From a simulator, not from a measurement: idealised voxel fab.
Proc. module: voxel capacitor over wiring
cross-section cut | 190 nm wide | cells 5 nm
If you're reading a cross-section in this doc, picture square cells in a grid; it comes to you as bands, top ones listed first down to the bottom, and a band can be one or more rows of cells. Band: top and bottom heights (nm) first, top before bottom; then materials from left to right, widths in nm. "throughout" marks a sole material filling the band edge to edge. "air" denotes empty space. Heights are reckoned from 0. Under this level, the received wafer is all of one material. The bottommost band is open-ended downward, for example "z 0 and below". Width "30->40": first value at the band's top row of cells, second value at its bottom row, equal change from row to row. Given "no modifications" for a step, no cell of the cross-section differs between before and after that step. The list in "Trapped void list" covers empty spaces of 8 cells or more that cannot reach the top through any open way, and it gives each as width x height at distance; the distance is from the left edge, and width, height and distance are in nm. Read whatever lies past the settings on a step's line as the simulator's own remark about the step. overlay nm: where the mask lay relative to plan, measured to the right, on steps with a mask; negatives go left.
Listed below are the process steps as planned
1. RECEIVE | material Si
2. CONFORMAL_DEP | material SiO2 | thk nm 15
3. CONFORMAL_DEP | material SiCN | thk nm 5
4. DIRECTIONAL_DEP | material lowk | thk nm 25
5. PATTERN | tone open | mask id METAL_1 | material resist | width nm 25 | pitch nm 75 | thk nm 20 | overlay nm 0
6. DIRECTIONAL_ETCH | etch materials lowk | depth nm 25
7. DIRECTIONAL_ETCH | etch materials SiCN | depth nm 5
8. STRIP | etch materials resist
9. CONFORMAL_DEP | material TiN | thk nm 5
10. FILL_DEP | material Ru | thk nm 10
11. CMP | height nm 45
12. CONFORMAL_DEP | material SiCN | thk nm 5
13. DIRECTIONAL_DEP | material lowk | thk nm 15
14. PATTERN | tone open | mask id PLUG_1 | material resist | width nm 15 | thk nm 15 | overlay nm 0
15. DIRECTIONAL_ETCH | etch materials lowk | depth nm 15
16. DIRECTIONAL_ETCH | etch materials SiCN | depth nm 5
17. STRIP | etch materials resist
18. EPI | material Ru | thk nm 10
19. EPI | material Ru | thk nm 10
20. DIRECTIONAL_DEP | material TiN | thk nm 10
21. DIRECTIONAL_DEP | material Al2O3 | thk nm 5
22. DIRECTIONAL_DEP | material TiN | thk nm 10
23. PATTERN | tone cover | mask id UPPER_PLATE | material resist | width nm 55 | thk nm 20 | overlay nm 0
24. DIRECTIONAL_ETCH | etch materials TiN | depth nm 10
25. DIRECTIONAL_ETCH | etch materials Al2O3 | depth nm 5
26. STRIP | etch materials resist
27. MASKED_ETCH | tone cover | mask id LOWER_PLATE | width nm 65 | etch materials TiN | depth nm 10 | overlay nm 0
28. FILL_DEP | material SiO2 | thk nm 15
29. CMP | height nm 100
30. MASKED_ETCH | tone open | mask id PLUG_2 | width nm 15 | etch materials SiO2 | depth nm 10 | overlay nm 0
31. CONFORMAL_DEP | material TiN | thk nm 5
32. FILL_DEP | material W | thk nm 5
33. CMP | height nm 100
34. CONFORMAL_DEP | material SiN | thk nm 5
Here's what the wafer looked like in cross-section when it arrived - that's after step 1
  z 0 and below = Si throughout
  Trapped void list: none
Here's the cross-section of the first of our two wafers at the end of the module - it ran as planned
  z 105 to 100 = SiN throughout
  z 100 to 95 = SiO2=65, then TiN=5, then W=5, then TiN=5, then SiO2=110
  z 95 to 90 = SiO2=65, then TiN=15, then SiO2=110
  z 90 to 80 = SiO2=55, then TiN=55, then SiO2=80
  z 80 to 75 = SiO2=55, then Al2O3=55, then SiO2=80
  z 75 to 65 = SiO2=50, then TiN=65, then SiO2=75
  z 65 to 50 = lowk=55, then Ru=15, then lowk=120
  z 50 to 45 = SiCN=55, then Ru=15, then SiCN=120
  z 45 to 20 = lowk=45, then TiN=5, then Ru=15, then TiN=5, then lowk=50, then TiN=5, then Ru=15, then TiN=5, then lowk=45
  z 20 to 15 = SiCN=45, then TiN=25, then SiCN=50, then TiN=25, then SiCN=45
  z 15 to 0 = SiO2 throughout
  z 0 and below = Si throughout
  Trapped void list: none
Same start, same plan as the first wafer - but one mistake in the run. Cross-section of the second of the two at the end of the module
  z 105 to 100 = SiN throughout
  z 100 to 90 = SiO2=55, then TiN=25, then SiO2=110
  z 90 to 85 = SiO2=55, then Al2O3=25, then TiN=30, then SiO2=80
  z 85 to 80 = SiO2=50, then TiN=60, then SiO2=80
  z 80 to 75 = SiO2=50, then TiN=30, then Al2O3=30, then SiO2=80
  z 75 to 65 = SiO2=45, then Ru=35, then TiN=35, then SiO2=75
  z 65 to 50 = lowk=55, then Ru=15, then lowk=120
  z 50 to 45 = SiCN=55, then Ru=15, then SiCN=120
  z 45 to 20 = lowk=45, then TiN=5, then Ru=15, then TiN=5, then lowk=50, then TiN=5, then Ru=15, then TiN=5, then lowk=45
  z 20 to 15 = SiCN=45, then TiN=25, then SiCN=50, then TiN=25, then SiCN=45
  z 15 to 0 = SiO2 throughout
  z 0 and below = Si throughout
  Trapped void list: none
In executing the process, a mistake was made relative to the plan: an unidentifiable one of the identical steps 18 and 19 was run twice
Looking at both finished wafers in cells, the second ends up ahead of or behind the first on some materials: 14 more of Ru; 8 fewer of SiO2; 5 fewer of TiN; 1 fewer of W
